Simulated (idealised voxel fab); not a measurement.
process module | voxel capacitor over wiring
cross-section cut | 270 nm wide | cells 5 nm
A cross-section is a grid of square cells, given in bands from the top down. A band is one or more rows of cells.
Each band's line starts with the height of the band's top and of its bottom, in nm. Then come its materials from left to right, each with its width in nm. One material with "throughout" fills the band from edge to edge. "air" is empty space.
Height 0 is the level under which the wafer as received is all one material. The lowest band goes on downwards, as in "0 down".
A width such as "30 to 40" changes by the same amount from each row of cells to the next, from the band's top row to its bottom row.
"no change" after a step means that no cell of the cross-section changed.
closed voids: empty space of 8 cells or more with no open way to the top, each as width x height at its distance from the left edge, in nm
after a step's settings: what the simulator itself notes on the step
overlay nm, on a step with a mask: how far to the right of its planned place the mask lay; to the left if negative
plan
1 op RECEIVE | material Si
2 op CONFORMAL_DEP | material SiO2 | thk nm 15
3 op CONFORMAL_DEP | material SiN | thk nm 5
4 op DIRECTIONAL_DEP | material lowk | thk nm 20
5 op DIRECTIONAL_DEP | material aC | thk nm 10
6 op PATTERN | tone open | mask id METAL_1 | material resist | width nm 20 | pitch nm 75 | thk nm 30 | overlay nm 0
7 op DIRECTIONAL_ETCH | etch materials aC | depth nm 10
8 op STRIP | etch materials resist
9 op DIRECTIONAL_ETCH | etch materials lowk | depth nm 20
10 op DIRECTIONAL_ETCH | etch materials SiN | depth nm 5
11 op STRIP | etch materials aC
12 op CONFORMAL_DEP | material TiN | thk nm 5
13 op FILL_DEP | material W | thk nm 10
14 op CMP | height nm 40
15 op EPI | material Ru | thk nm 5
16 op FILL_DEP | material SiCN | thk nm 5
17 op DIRECTIONAL_DEP | material lowk | thk nm 20
18 op DIRECTIONAL_DEP | material aC | thk nm 15
19 op PATTERN | tone open | mask id PLUG_1 | material resist | width nm 15 | thk nm 35 | overlay nm 0
20 op DIRECTIONAL_ETCH | etch materials aC | depth nm 15
21 op STRIP | etch materials resist
22 op DIRECTIONAL_ETCH | etch materials lowk | depth nm 20
23 op DIRECTIONAL_ETCH | etch materials SiCN | depth nm 5
24 op STRIP | etch materials aC
25 op CONFORMAL_DEP | material TiN | thk nm 5
26 op FILL_DEP | material W | thk nm 10
27 op CMP | height nm 70
28 op DIRECTIONAL_DEP | material TiN | thk nm 10
29 op DIRECTIONAL_DEP | material SiN | thk nm 5
30 op DIRECTIONAL_DEP | material TiN | thk nm 5
31 op MASKED_ETCH | tone cover | mask id UPPER_PLATE | width nm 60 | etch materials TiN | depth nm 5 | overlay nm 0
32 op MASKED_ETCH | tone cover | mask id UPPER_PLATE | width nm 60 | etch materials SiN | depth nm 5 | overlay nm 0
33 op PATTERN | tone cover | mask id LOWER_PLATE | material resist | width nm 70 | thk nm 15 | overlay nm 0
34 op DIRECTIONAL_ETCH | etch materials TiN | depth nm 10
35 op STRIP | etch materials resist
36 op FILL_DEP | material SiO2 | thk nm 15
37 op CMP | height nm 100
38 op DIRECTIONAL_DEP | material aC | thk nm 10
39 op PATTERN | tone open | mask id PLUG_2 | material resist | width nm 15 | thk nm 30 | overlay nm 0
40 op DIRECTIONAL_ETCH | etch materials aC | depth nm 10
41 op STRIP | etch materials resist
42 op DIRECTIONAL_ETCH | etch materials SiO2 | depth nm 10
43 op STRIP | etch materials aC
44 op CONFORMAL_DEP | material TiN | thk nm 5
45 op FILL_DEP | material Ru | thk nm 10
46 op CMP | height nm 100
47 op CONFORMAL_DEP | material SiN | thk nm 5
as received, after step 1
  0 down: Si throughout
  closed voids: none
first wafer at the end, as planned
  105 to 100: SiN throughout
  100 to 95: SiO2 100 | TiN 5 | Ru 5 | TiN 5 | SiO2 155
  95 to 85: SiO2 100 to 90 | TiN 15 to 60 | SiO2 155 to 120
  85 to 80: SiO2 90 | SiN 60 | SiO2 120
  80 to 70: SiO2 85 | TiN 70 | SiO2 115
  70 to 50: lowk 90 | TiN 5 | W 5 | TiN 5 | lowk 165
  50 to 45: SiCN 90 | TiN 15 | SiCN 165
  45 to 40: SiCN 80 | Ru 30 | SiCN 45 | Ru 30 | SiCN 85
  40 to 20: lowk 85 | TiN 5 | W 10 | TiN 5 | lowk 55 | TiN 5 | W 10 | TiN 5 | lowk 90
  20 to 15: SiN 85 | TiN 20 | SiN 55 | TiN 20 | SiN 90
  15 to 0: SiO2 throughout
  0 down: Si throughout
  closed voids: none
second wafer at the end: like start, like plan, one mistake
  105 to 100: SiN throughout
  100 to 95: SiO2 100 | TiN 5 | Ru 5 | TiN 5 | SiO2 155
  95 to 85: SiO2 100 to 95 | TiN 15 to 55 | SiO2 155 to 120
  85 to 80: SiO2 90 | SiN 60 | SiO2 120
  80 to 70: SiO2 85 | TiN 70 | SiO2 115
  70 to 50: lowk 90 | TiN 5 | W 5 | TiN 5 | lowk 165
  50 to 45: SiCN 90 | TiN 15 | SiCN 165
  45 to 40: SiCN 80 | Ru 30 | SiCN 45 | Ru 30 | SiCN 85
  40 to 20: lowk 85 | TiN 5 | W 10 | TiN 5 | lowk 55 | TiN 5 | W 10 | TiN 5 | lowk 90
  20 to 15: SiN 85 | TiN 20 | SiN 55 | TiN 20 | SiN 90
  15 to 0: SiO2 throughout
  0 down: Si throughout
  closed voids: none
what went wrong: step 31 ran as: op MASKED_ETCH | tone cover | mask id UPPER_PLATE | width nm 55 | etch materials TiN | depth nm 5 | overlay nm 0
at the end the second wafer has, in cells: 1 more of SiO2 | 1 fewer of TiN
